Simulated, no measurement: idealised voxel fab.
process module | voxel quadruple lines
cross-section cut | 205 nm wide | cells 5 nm
A cross-section is a grid of square cells, given in bands from the top down. A band is one or more rows of cells.
Each band's line starts with the height of the band's top and of its bottom, in nm. Then come its materials from left to right, each with its width in nm. One material with "throughout" fills the band from edge to edge. "air" is empty space.
Height 0 is the level under which the wafer as received is all one material. The lowest band goes on downwards, as in "0 down".
A width such as "30 to 40" changes by the same amount from each row of cells to the next, from the band's top row to its bottom row.
"no change" after a step means that no cell of the cross-section changed.
closed voids: empty space of 8 cells or more with no open way to the top, each as width x height at its distance from the left edge, in nm
after a step's settings: what the simulator itself notes on the step
overlay nm, on a step with a mask: how far to the right of its planned place the mask lay; to the left if negative
plan
1 op RECEIVE | material Si
2 op CONFORMAL_DEP | material Al2O3 | thk nm 5
3 op DIRECTIONAL_DEP | material Ru | thk nm 15
4 op DIRECTIONAL_DEP | material polySi | thk nm 15
5 op DIRECTIONAL_DEP | material aC | thk nm 25
6 op PATTERN | tone cover | mask id MANDREL | material resist | width nm 30 | thk nm 30 | overlay nm -15
7 op DIRECTIONAL_ETCH | etch materials aC | depth nm 25
8 op STRIP | etch materials resist
9 op CONFORMAL_DEP | material SiO2 | thk nm 10
10 op DIRECTIONAL_ETCH | etch materials SiO2 | depth nm 10
11 op STRIP | etch materials aC
12 op DIRECTIONAL_ETCH | etch materials polySi | depth nm 15
13 op STRIP | etch materials SiO2
14 op CONFORMAL_DEP | material SiCN | thk nm 10
15 op DIRECTIONAL_ETCH | etch materials SiCN | depth nm 10
16 op STRIP | etch materials polySi
17 op DIRECTIONAL_ETCH | etch materials Ru | depth nm 15
18 op STRIP | etch materials SiCN
19 op FILL_DEP | material lowk | thk nm 10
20 op CMP | height nm 20
varied across the wafers: overlay nm of step 6. The plan shows the first wafer's value. All wafers start alike
first wafer as received, after step 1
  0 down: Si throughout
  closed voids: none
first wafer at the end, after step 20
  20 to 5: lowk 50 | Ru 10 | lowk 10 | Ru 10 | lowk 10 | Ru 10 | lowk 10 | Ru 10 | lowk 85
  5 to 0: Al2O3 throughout
  0 down: Si throughout
  closed voids: none
last wafer at the end
  20 to 5: lowk 80 | Ru 10 | lowk 10 | Ru 10 | lowk 10 | Ru 10 | lowk 10 | Ru 10 | lowk 55
  5 to 0: Al2O3 throughout
  0 down: Si throughout
  closed voids: none
each wafer at the end: cells of each material gained (+) or lost (-) since it was received, then its closed voids
overlay nm -15 | +41 Al2O3 | +24 Ru | +99 lowk | closed voids: none
overlay nm -10 | +41 Al2O3 | +24 Ru | +99 lowk | closed voids: none
overlay nm -5 | +41 Al2O3 | +24 Ru | +99 lowk | closed voids: none
overlay nm 0 | +41 Al2O3 | +24 Ru | +99 lowk | closed voids: none
overlay nm 5 | +41 Al2O3 | +24 Ru | +99 lowk | closed voids: none
overlay nm 10 | +41 Al2O3 | +24 Ru | +99 lowk | closed voids: none
overlay nm 15 | +41 Al2O3 | +24 Ru | +99 lowk | closed voids: none
